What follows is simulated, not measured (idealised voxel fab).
Process module under the name voxel plated lines
In the cross-section labelled cut, the width is 185 nm and each square cell is 5 nm.
In what follows, cross-sections appear as grids of square cells, described through bands that run from the top down, where every band is one or more rows of cells. In this notation a band is specified by the heights of its top and bottom, in that order and in nm, after which its materials appear from left to right, each paired with its width in nm. The word "throughout" attached to a single material means that material fills the band from edge to edge; the word "empty" stands for empty space. Note: height 0 marks the level under which the wafer is uniformly one material as received. Lowest band unbounded below, written "0 down". Quick explanation for "30..40": the width changes in equal steps down the rows of cells, from the first number in the band's top row to the second number in its bottom row. For the purposes of this document, the phrase "identical to before" attached to a step denotes that no cell within the cross-section was modified by that step. What "Closed void entries" gives you is every empty space of 8 cells or more that is cut off from the top. Each appears as width x height at distance, with the distance taken from the left edge and width, height and distance all in nm. Past the settings on a step's line: simulator remark, on that step. On any step carrying a mask, the "overlay nm" setting, if present on the step's line, tells how far right of its planned place the mask lay; negative values point to the left.

-- Planned process steps
| 1 | RECEIVE [material Si] |
| 2 | CONFORMAL_DEP [material SiO2] [thk nm 10] |
| 3 | DIRECTIONAL_DEP [material TiN] [thk nm 5] |
| 4 | PATTERN [tone open] [mask id LINES] [material resist] [width nm 15] [pitch nm 35] [thk nm 30] [overlay nm 0] |
| 5 | EPI [material Ru] [thk nm 10] |
| 6 | EPI [material Ru] [thk nm 10] |
| 7 | STRIP [etch materials resist] |
| 8 | DIRECTIONAL_ETCH [etch materials TiN] [depth nm 5] |
| 9 | CONFORMAL_DEP [material SiO2] [thk nm 5] |

-- Wafer at receipt (post step 1), cross-section
    0 down | Si throughout
    Closed void entries: none

-- The cross-section shown corresponds to the wafer at the conclusion of the module. The initial structure and the process plan are those presented above; however, one mistake occurred in executing the plan
    40 to 35 | 15 nm empty  150 nm SiO2  20 nm empty
    35 to 30 | 15 nm empty  5 nm SiO2  140 nm Ru  5 nm SiO2  20 nm empty
    30 to 25 | 20 nm SiO2  140 nm Ru  25 nm SiO2
    25 to 15 | Ru throughout
    15 to 10 | TiN throughout
    10 to 0 | SiO2 throughout
    0 down | Si throughout
    Closed void entries: none
Plan not followed: transposition of steps 6 and 7 relative to the planned sequence
